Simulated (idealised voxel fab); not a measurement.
The document below concerns the process module designated voxel wiring stack.
For reference, the cross-section in this document is cut, with width 190 nm and square cells of 5 nm.
Reading order for cross-sections: top band down to bottom band. Underlying form: a grid of square cells. Band size: one or more rows of cells.
This entry defines a band. It first specifies the height of the band's top and the height of its bottom in nm, and then specifies the band's materials from left to right, stating each material with its width in nm. The word "full width" identifies a single material that fills the band from edge to edge, while the word "air" identifies empty space.
Height reference: 0 = level under which incoming wafer is all one material. Lowest band: no bottom, runs on downward, e.g. "top 0, no bottom".
Read "30..40" as a graded width: first number on top, second number at the bottom, same change between each pair of neighbouring rows.
"remained unchanged" -> step changed no cross-section cell.
The entry "Unvented internal voids" lists the empty spaces that cover at least 8 cells and have no open path to the top. Each is written as width x height at distance, where the distance is measured from the left edge and all three values are in nm.
Read whatever lies past the settings on a step's line as the simulator's own remark about the step.
overlay nm: right-of-plan distance of the mask on a masked step; negative values mean left-of-plan.

LIST OF PLANNED PROCESS STEPS
step 1: op RECEIVE | material Si
step 2: op CONFORMAL_DEP | material SiO2 | thk nm 10
step 3: op DIRECTIONAL_DEP | material TiN | thk nm 5
step 4: op DIRECTIONAL_DEP | material Ru | thk nm 20
step 5: op MASKED_ETCH | tone cover | mask id METAL_1 | width nm 25 | pitch nm 40 | etch materials Ru | depth nm 20 | overlay nm 0
step 6: op MASKED_ETCH | tone cover | mask id METAL_1 | width nm 25 | pitch nm 40 | etch materials TiN | depth nm 5 | overlay nm 0
step 7: op FILL_DEP | material SiO2 | thk nm 10
step 8: op CMP | height nm 35
step 9: op CONFORMAL_DEP | material SiCN | thk nm 5
step 10: op DIRECTIONAL_DEP | material lowk | thk nm 30
step 11: op PATTERN | tone open | mask id METAL_2_HOLES | material resist | width nm 15 | thk nm 20 | overlay nm 0
step 12: op DIRECTIONAL_ETCH | etch materials lowk | depth nm 30
step 13: op STRIP | etch materials resist
step 14: op DIRECTIONAL_DEP | material aC | thk nm 10
step 15: op PATTERN | tone open | mask id METAL_2 | material resist | width nm 25 | pitch nm 40 | thk nm 30 | overlay nm 0
step 16: op DIRECTIONAL_ETCH | etch materials aC | depth nm 10
step 17: op STRIP | etch materials resist
step 18: op DIRECTIONAL_ETCH | etch materials lowk | depth nm 20
step 19: op DIRECTIONAL_ETCH | etch materials SiCN | depth nm 5
step 20: op STRIP | etch materials aC
step 21: op CONFORMAL_DEP | material TiN | thk nm 5
step 22: op FILL_DEP | material Cu | thk nm 10
step 23: op CMP | height nm 70
step 24: op CONFORMAL_DEP | material SiCN | thk nm 5
step 25: op DIRECTIONAL_DEP | material SiO2 | thk nm 35
step 26: op MASKED_ETCH | tone open | mask id METAL_3 | width nm 25 | pitch nm 40 | etch materials SiO2 | depth nm 20 | overlay nm 0
step 27: op DIRECTIONAL_DEP | material aC | thk nm 10
step 28: op PATTERN | tone open | mask id METAL_3_HOLES | material resist | width nm 15 | pitch nm 40 | thk nm 25 | overlay nm 0
step 29: op DIRECTIONAL_ETCH | etch materials aC | depth nm 10
step 30: op STRIP | etch materials resist
step 31: op DIRECTIONAL_ETCH | etch materials SiO2 | depth nm 15
step 32: op DIRECTIONAL_ETCH | etch materials SiCN | depth nm 5
step 33: op STRIP | etch materials aC
step 34: op CONFORMAL_DEP | material TiN | thk nm 5
step 35: op FILL_DEP | material Ru | thk nm 10
step 36: op CMP | height nm 110
step 37: op CONFORMAL_DEP | material SiCN | thk nm 5
step 38: op DIRECTIONAL_DEP | material SiO2 | thk nm 25
step 39: op PATTERN | tone open | mask id METAL_4 | material resist | width nm 25 | pitch nm 40 | thk nm 15 | overlay nm 0
step 40: op DIRECTIONAL_ETCH | etch materials SiO2 | depth nm 15
step 41: op STRIP | etch materials resist
step 42: op MASKED_ETCH | tone open | mask id METAL_4_HOLES | width nm 15 | etch materials SiO2 | depth nm 10 | overlay nm 0
step 43: op MASKED_ETCH | tone open | mask id METAL_4_HOLES | width nm 15 | etch materials SiCN | depth nm 5 | overlay nm -15
step 44: op CONFORMAL_DEP | material TiN | thk nm 5
step 45: op FILL_DEP | material Cu | thk nm 5
step 46: op CMP | height nm 140
step 47: op CONFORMAL_DEP | material SiCN | thk nm 5
Quick note for whoever runs this: the wafers start identical, but the overlay nm at step 43 isn't the same across them. The plan just shows what the first wafer had.

INCOMING STATE OF THE FIRST OF SEVERAL WAFERS IN CROSS-SECTION: AFTER STEP 1
* top 0, no bottom | Si full width
* Unvented internal voids: none

ROW PER WAFER, END-OF-MODULE: CELL GAIN (+)/LOSS (-) BY MATERIAL SINCE THE WAFER CAME IN, THEN CLOSED VOIDS
overlay nm -15 | +35 Cu | +66 Ru | +143 SiCN | +578 SiO2 | +98 TiN | +182 lowk | Unvented internal voids: none
overlay nm -10 | +35 Cu | +66 Ru | +142 SiCN | +578 SiO2 | +99 TiN | +182 lowk | Unvented internal voids: none
overlay nm -5 | +35 Cu | +66 Ru | +141 SiCN | +578 SiO2 | +100 TiN | +182 lowk | Unvented internal voids: none
overlay nm 0 | +36 Cu | +66 Ru | +140 SiCN | +578 SiO2 | +100 TiN | +182 lowk | Unvented internal voids: none
overlay nm 5 | +35 Cu | +66 Ru | +141 SiCN | +578 SiO2 | +100 TiN | +182 lowk | Unvented internal voids: none
overlay nm 10 | +35 Cu | +66 Ru | +142 SiCN | +578 SiO2 | +99 TiN | +182 lowk | Unvented internal voids: none
overlay nm 15 | +35 Cu | +66 Ru | +143 SiCN | +578 SiO2 | +98 TiN | +182 lowk | Unvented internal voids: none
